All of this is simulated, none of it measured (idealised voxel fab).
Documented hereafter: the process module known as voxel tone inversion.
The width of the displayed cross-section, cut, is 235 nm; its cells are square, with a size of 5 nm.
We lay out every cross-section as a grid of square cells and spell it out in bands from the top down, where one band means one or more rows of cells. This entry defines a band. It first specifies the height of the band's top and the height of its bottom in nm, and then specifies the band's materials from left to right, stating each material with its width in nm. The word "everywhere" identifies a single material that fills the band from edge to edge, while the word "blank" identifies empty space. Height reference: 0 = level under which incoming wafer is all one material. Lowest band: no bottom, runs on downward, e.g. "z 0 and below". Graded width ("30->40"): value in top row of band = first number; value in bottom row = second number; row-to-row change constant. "everything unchanged" for a step: no cell of the cross-section changed in that step. "Closed cavities" lists enclosed empty spaces (at least 8 cells, no open path upward to the top), each as width x height at distance from the left edge, in nm. Post-settings text on a step line: simulator's own remark regarding the step. overlay nm: where the mask lay relative to plan, measured to the right, on steps with a mask; negatives go left.
The planned process steps are enumerated hereunder:
1) RECEIVE, material Si
2) CONFORMAL_DEP, material SiCN, thk nm 5
3) DIRECTIONAL_DEP, material aC, thk nm 15
4) PATTERN, tone cover, mask id POSTS, material resist, width nm 20, pitch nm 45, thk nm 25, overlay nm 0
5) DIRECTIONAL_ETCH, etch materials aC, depth nm 15
6) STRIP, etch materials resist
7) FILL_DEP, material SiO2, thk nm 5
8) CMP, height nm 20
9) STRIP, etch materials aC
10) CONFORMAL_DEP, material TiN, thk nm 5
11) FILL_DEP, material W, thk nm 10
12) CMP, height nm 20
13) CONFORMAL_DEP, material SiN, thk nm 5
Incoming wafer in cross-section (state: after step 1):
> z 0 and below = Si everywhere
> Closed cavities: none
One mistake in running the module, otherwise start and plan as above: cross-section at the end:
> z 25 to 20 = SiN everywhere
> z 20 to 10 = 75 of SiO2, 5 of TiN, 10 of W, 5 of TiN, 25 of SiO2, 5 of TiN, 10 of W, 5 of TiN, 95 of SiO2
> z 10 to 5 = 75 of SiO2, 20 of TiN, 25 of SiO2, 20 of TiN, 95 of SiO2
> z 5 to 0 = SiCN everywhere
> z 0 and below = Si everywhere
> Closed cavities: none
Finding, execution versus plan: step 4 ran differently from the plan; actual operation with settings: PATTERN, tone cover, mask id POSTS, material resist, width nm 20, pitch nm 45, thk nm 25, overlay nm -10
